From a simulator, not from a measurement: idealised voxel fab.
The process module that follows is named voxel gate over fins.
Displayed cross-section: cut, width of 210 nm, square cells sized 5 nm.
Cross-section, as written here: a square-cell grid given band by band from the top down, where a band holds one or more rows of cells.
Read a band's entry like this: the first values are the height of its top and the height of its bottom in nm, and what follows is the sequence of materials from left to right, each with its width in nm. Note that "empty" is empty space, and that a single material marked "all across" reaches across the band from edge to edge.
Beneath 0, the wafer as received is one material, and that level is where height counting begins. The lowest band goes on downward without a bottom; it is written like "0 -> down".
The two numbers in a width such as "30->40" mark its ends across the band: the first belongs to the top row of cells, the second to the bottom row, and from each row to the next the width moves by the same amount.
Basically "nothing changed" means that step didn't change any cell in the cross-section.
Closed empty spaces (no open way to the top) of 8 cells or more are what "Unvented internal voids" lists, each as width x height at distance from the left edge, nm for all three.
The remark found on a step's line after its settings is issued by the simulator itself and pertains to that step.
"overlay nm" on a masked step: distance the mask lay right of its planned place, negative for left.

## Steps in the process plan
1 RECEIVE [material Si]
2 CONFORMAL_DEP [material SiN] [thk nm 5]
3 DIRECTIONAL_DEP [material aC] [thk nm 10]
4 PATTERN [tone cover] [mask id FINS] [material resist] [width nm 15] [pitch nm 60] [thk nm 25] [overlay nm 0]
5 DIRECTIONAL_ETCH [etch materials aC] [depth nm 10]
6 STRIP [etch materials resist]
7 DIRECTIONAL_ETCH [etch materials SiN] [depth nm 5]
8 DIRECTIONAL_ETCH [etch materials Si] [depth nm 35]
9 STRIP [etch materials aC]
10 FILL_DEP [material SiO2] [thk nm 5]
11 CMP [height nm 5]
12 DIRECTIONAL_DEP [material aC] [thk nm 10]
13 PATTERN [tone open] [mask id RAIL] [material resist] [width nm 15] [thk nm 25] [overlay nm 0]
14 DIRECTIONAL_ETCH [etch materials aC] [depth nm 10]
15 STRIP [etch materials resist]
16 DIRECTIONAL_ETCH [etch materials SiO2] [depth nm 35]
17 STRIP [etch materials aC]
18 CONFORMAL_DEP [material TiN] [thk nm 5]
19 FILL_DEP [material Ru] [thk nm 5]
20 CMP [height nm 5]
21 SELECTIVE_ETCH [etch materials W Ru TiN] [depth nm 20]
22 FILL_DEP [material SiO2] [thk nm 5]
23 CMP [height nm 5]
24 SELECTIVE_ETCH [etch materials SiO2] [depth nm 15]
25 STRIP [etch materials SiN]
26 CONFORMAL_DEP [material HfO2] [thk nm 5]
27 CONFORMAL_DEP [material TiN] [thk nm 5]
28 FILL_DEP [material W] [thk nm 10]
29 CMP [height nm 15]
30 CONFORMAL_DEP [material SiN] [thk nm 10]

## Cross-section of the incoming wafer, state after step 1
    0 -> down = Si all across
    Unvented internal voids: none

## Below is the wafer in cross-section after the module was completed. It began from the starting point shown above and followed the plan shown above, except that one mistake was made while running it
    25 -> 15 = SiN all across
    15 -> 10 = W all across
    10 -> 5 = W (50), TiN (45), W (15), TiN (45), W (55)
    5 -> 0 = W (50), TiN (5), HfO2 (35), TiN (5), W (15), TiN (5), HfO2 (35), TiN (5), W (55)
    0 -> -5 = TiN (55), HfO2 (5), Si (25), HfO2 (5), TiN (25), HfO2 (5), Si (25), HfO2 (5), TiN (60)
    -5 -> -10 = HfO2 (60), Si (25), HfO2 (35), Si (25), HfO2 (65)
    -10 -> -15 = SiO2 (60), Si (25), SiO2 (35), Si (25), SiO2 (65)
    -15 -> -25 = SiO2 (60), Si (25), SiO2 (10), TiN (5), Ru (5), TiN (5), SiO2 (10), Si (25), SiO2 (65)
    -25 -> -30 = SiO2 (60), Si (25), SiO2 (10), TiN (15), SiO2 (10), Si (25), SiO2 (65)
    -30 -> -35 = SiO2 (60), Si (25), SiO2 (35), Si (25), SiO2 (65)
    -35 -> down = Si all across
    Unvented internal voids: none
Deviation noted in wafer processing: step 4 did not happen as planned, as run it was PATTERN [tone cover] [mask id FINS] [material resist] [width nm 25] [pitch nm 60] [thk nm 25] [overlay nm 0]
